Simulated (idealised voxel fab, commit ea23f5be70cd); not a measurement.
Process module in this document: voxel ribs on slabs
It is cross-section cut that appears here, measuring 160 nm in width, its square cells being 5 nm in size.
Cross-section layout: square cells on a grid; listed as bands, top to bottom; a band spans one or more cell rows. Heights first: top, then bottom, in nm. Then materials, left to right, each with a width in nm. "all across" on a single material: fills the band edge to edge. "empty": empty space. We count height from 0. Below that, the starting wafer is all one material. The lowest band never ends at the bottom but goes on down; see "0 -> down" for how that is written. The expression "30->40" gives the width at the extremes of the band, the first number at its top row of cells and the second at its bottom row, with the width changing by equal amounts from each row to the next in between. The cross-section has no changed cell in any step marked "left unchanged". For the entry "Sealed cavities", the listed items are empty spaces with no open way to the top whose size is 8 cells or more; each item follows the pattern width x height at distance, where distance is from the left edge and all three are in nm. Step line, after settings: the simulator's comment on this step. The optional step-line setting "overlay nm" applies to steps with a mask and quantifies how far to the right of its planned location the mask lay, a negative value indicating leftward placement.

THE PROCESS STEPS THAT WERE PLANNED ARE LISTED BELOW
- 1: RECEIVE,material Si
- 2: DIRECTIONAL_DEP,material SiO2,thk nm 25
- 3: DIRECTIONAL_DEP,material SiN,thk nm 20
- 4: DIRECTIONAL_DEP,material aC,thk nm 10
- 5: PATTERN,tone cover,mask id RIB,material resist,width nm 30,thk nm 30,overlay nm 0
- 6: DIRECTIONAL_ETCH,etch materials aC,depth nm 10
- 7: STRIP,etch materials resist
- 8: DIRECTIONAL_ETCH,etch materials SiN,depth nm 10
- 9: STRIP,etch materials aC
- 10: DIRECTIONAL_DEP,material aC,thk nm 15
- 11: PATTERN,tone cover,mask id SLAB,material resist,width nm 90,thk nm 30,overlay nm 0
- 12: DIRECTIONAL_ETCH,etch materials aC,depth nm 15
- 13: STRIP,etch materials resist
- 14: DIRECTIONAL_ETCH,etch materials SiN,depth nm 10
- 15: STRIP,etch materials aC
- 16: FILL_DEP,material SiO2,thk nm 25
- 17: CMP,height nm 65
- 18: DIRECTIONAL_DEP,material TiN,thk nm 5
- 19: DIRECTIONAL_DEP,material aC,thk nm 15
- 20: PATTERN,tone cover,mask id HEATER,material resist,width nm 40,thk nm 30,overlay nm 0
- 21: DIRECTIONAL_ETCH,etch materials aC,depth nm 15
- 22: STRIP,etch materials resist
- 23: DIRECTIONAL_ETCH,etch materials TiN,depth nm 5
- 24: STRIP,etch materials aC
- 25: CONFORMAL_DEP,material SiN,thk nm 5

SO THIS IS THE INCOMING WAFER IN CROSS-SECTION - IT'S ALREADY BEEN THROUGH STEP 1
> 0 -> down  Si all across
> Sealed cavities: none

LOOK AT THE CROSS-SECTION AFTER THE MODULE: THE WAFER STARTED OUT THE WAY SHOWN ABOVE AND THE PLAN WAS THE ONE SHOWN ABOVE, YET ONE MISTAKE WAS MADE ALONG THE WAY
> 70 -> 65  empty=60 / TiN=40 / empty=60
> 65 -> 45  SiO2 all across
> 45 -> 35  SiO2=65 / SiN=30 / SiO2=65
> 35 -> 25  SiO2=35 / SiN=90 / SiO2=35
> 25 -> 0  SiO2 all across
> 0 -> down  Si all across
> Sealed cavities: none
What was done differently from what was planned? step 25 was dropped from the plan's execution and never run
